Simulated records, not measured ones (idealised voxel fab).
Documented hereafter: the process module known as voxel wiring stack.
In the cross-section labelled cut, the width is 250 nm and each square cell is 5 nm.
A cross-section is written here as square cells arranged in a grid, and it is given in bands from the top down, each band taking up one or more rows of cells. A band entry consists of two parts. The first gives the height of the band's top and the height of its bottom, in nm. The rest lists the band's materials from left to right, each with its width in nm. A single material labelled with the word "everywhere" fills the band from edge to edge, and the word "blank" marks empty space. The reference from which all heights are counted is 0, the level beneath which the as-received wafer is entirely one material; the lowest band, having no lower bound, proceeds downward and is written after the example "0..down". Note: "30 to 40" means the width goes from the first number (top row of the band) to the second number (bottom row) in equal steps per row of cells. Reading "remains unaltered" for a step: not a cell of the cross-section changed in it. Any empty space of 8 cells or more lacking an open way to the top shows up in "Closed void inventory" as width x height at distance, distance from the left edge, in nm. Note: text after step settings on the step line = simulator remark on that step. A step's line can hold "overlay nm"; with a mask on that step, the setting says how far right of the planned place the mask lay, while a negative setting says it lay to the left.

Process steps (planned)
1) RECEIVE | material Si
2) CONFORMAL_DEP | material SiO2 | thk nm 10
3) CONFORMAL_DEP | material SiN | thk nm 5
4) DIRECTIONAL_DEP | material SiO2 | thk nm 20
5) DIRECTIONAL_DEP | material aC | thk nm 10
6) PATTERN | tone open | mask id METAL_1 | material resist | width nm 20 | pitch nm 40 | thk nm 25 | overlay nm 0
7) DIRECTIONAL_ETCH | etch materials aC | depth nm 10
8) STRIP | etch materials resist
9) DIRECTIONAL_ETCH | etch materials SiO2 | depth nm 20
10) DIRECTIONAL_ETCH | etch materials SiN | depth nm 5
11) STRIP | etch materials aC
12) CONFORMAL_DEP | material TiN | thk nm 5
13) FILL_DEP | material Cu | thk nm 5
14) CMP | height nm 35
15) CONFORMAL_DEP | material SiCN | thk nm 5
16) DIRECTIONAL_DEP | material lowk | thk nm 30
17) MASKED_ETCH | tone open | mask id METAL_2 | width nm 20 | pitch nm 40 | etch materials lowk | depth nm 20 | overlay nm 0
18) PATTERN | tone open | mask id METAL_2_HOLES | material resist | width nm 15 | pitch nm 40 | thk nm 20 | overlay nm 0
19) DIRECTIONAL_ETCH | etch materials lowk | depth nm 10
20) DIRECTIONAL_ETCH | etch materials SiCN | depth nm 5
21) STRIP | etch materials resist
22) CONFORMAL_DEP | material TiN | thk nm 5
23) FILL_DEP | material Cu | thk nm 10
24) CMP | height nm 70
25) CONFORMAL_DEP | material SiCN | thk nm 5
26) DIRECTIONAL_DEP | material lowk | thk nm 10
27) DIRECTIONAL_DEP | material aC | thk nm 15
28) PATTERN | tone open | mask id PLUG_2 | material resist | width nm 15 | thk nm 35 | overlay nm 0
29) DIRECTIONAL_ETCH | etch materials aC | depth nm 15
30) STRIP | etch materials resist
31) DIRECTIONAL_ETCH | etch materials lowk | depth nm 10
32) DIRECTIONAL_ETCH | etch materials SiCN | depth nm 5
33) STRIP | etch materials aC
34) EPI | material Ru | thk nm 10
35) EPI | material Ru | thk nm 5
36) CONFORMAL_DEP | material SiCN | thk nm 5
37) DIRECTIONAL_DEP | material lowk | thk nm 20
38) PATTERN | tone open | mask id METAL_3 | material resist | width nm 20 | pitch nm 40 | thk nm 15 | overlay nm 0
39) DIRECTIONAL_ETCH | etch materials lowk | depth nm 20
40) DIRECTIONAL_ETCH | etch materials SiCN | depth nm 5
41) STRIP | etch materials resist
42) CONFORMAL_DEP | material TiN | thk nm 5
43) FILL_DEP | material Cu | thk nm 5
44) CMP | height nm 110
45) EPI | material Ru | thk nm 5
46) FILL_DEP | material SiCN | thk nm 5
47) DIRECTIONAL_DEP | material SiO2 | thk nm 10
48) DIRECTIONAL_DEP | material aC | thk nm 10
49) PATTERN | tone open | mask id PLUG_3 | material resist | width nm 15 | pitch nm 40 | thk nm 30 | overlay nm 0
50) DIRECTIONAL_ETCH | etch materials aC | depth nm 10
51) STRIP | etch materials resist
52) DIRECTIONAL_ETCH | etch materials SiO2 | depth nm 10
53) DIRECTIONAL_ETCH | etch materials SiCN | depth nm 5
54) STRIP | etch materials aC
55) EPI | material Ru | thk nm 10
56) EPI | material Ru | thk nm 5
57) CONFORMAL_DEP | material SiN | thk nm 5
58) DIRECTIONAL_DEP | material SiO2 | thk nm 15
59) MASKED_ETCH | tone open | mask id METAL_4 | width nm 20 | pitch nm 40 | etch materials SiO2 | depth nm 15 | overlay nm 0
60) MASKED_ETCH | tone open | mask id METAL_4 | width nm 20 | pitch nm 40 | etch materials SiN | depth nm 5 | overlay nm 0
61) CONFORMAL_DEP | material TiN | thk nm 5
62) FILL_DEP | material W | thk nm 10
63) CMP | height nm 150
64) EPI | material Ru | thk nm 5
65) FILL_DEP | material SiCN | thk nm 5

Wafer as received: cross-section following step 1
* 0..down | Si everywhere
* Closed void inventory: none

Below is the wafer in cross-section after the module was completed. It began from the starting point shown above and followed the plan shown above, except that one mistake was made while running it
* 160..155 | SiCN everywhere
* 155..150 | SiCN=90, then Ru=30, then SiCN=10, then Ru=30, then SiCN=90
* 150..135 | SiO2=95, then TiN=5, then W=10, then TiN=5, then SiO2=20, then TiN=5, then W=10, then TiN=5, then SiO2=95
* 135..130 | SiN=95, then TiN=20, then SiN=20, then TiN=20, then SiN=95
* 130..120 | SiO2=95, then Ru=15, then SiO2=25, then Ru=15, then SiO2=100
* 120..110 | SiCN=95 to 90, then Ru=15 to 30, then SiCN=25 to 10, then Ru=15 to 30, then SiCN=100 to 90
* 110..90 | lowk=95, then TiN=5, then Cu=10, then TiN=5, then lowk=20, then TiN=5, then Cu=10, then TiN=5, then lowk=95
* 90..85 | SiCN=95, then TiN=20, then SiCN=20, then TiN=20, then SiCN=95
* 85..75 | lowk=95, then Ru=15, then lowk=140
* 75..70 | SiCN=95, then Ru=15, then SiCN=140
* 70..60 | lowk=95, then TiN=5 to 10, then Cu=10 to 5, then TiN=5, then lowk=20, then TiN=5 to 10, then Cu=10 to 5, then TiN=5, then lowk=95
* 60..55 | lowk=100, then TiN=5, then Cu=5, then TiN=5, then lowk=25, then TiN=5, then Cu=5, then TiN=5, then lowk=95
* 55..50 | lowk=100, then TiN=15, then lowk=25, then TiN=15, then lowk=95
* 50..40 | lowk=100, then TiN=10, then lowk=30, then TiN=10, then lowk=100
* 40..35 | SiCN=100, then TiN=10, then SiCN=30, then TiN=10, then SiCN=100
* 35..15 | SiO2=95, then TiN=5, then Cu=10, then TiN=5, then SiO2=20, then TiN=5, then Cu=10, then TiN=5, then SiO2=95
* 15..10 | SiN=95, then TiN=20, then SiN=20, then TiN=20, then SiN=95
* 10..0 | SiO2 everywhere
* 0..down | Si everywhere
* Closed void inventory: none
In executing the process, a mistake was made relative to the plan: for step 17, the planned setting was not used; the step was instead run as MASKED_ETCH | tone open | mask id METAL_2 | width nm 15 | pitch nm 40 | etch materials lowk | depth nm 20 | overlay nm 0
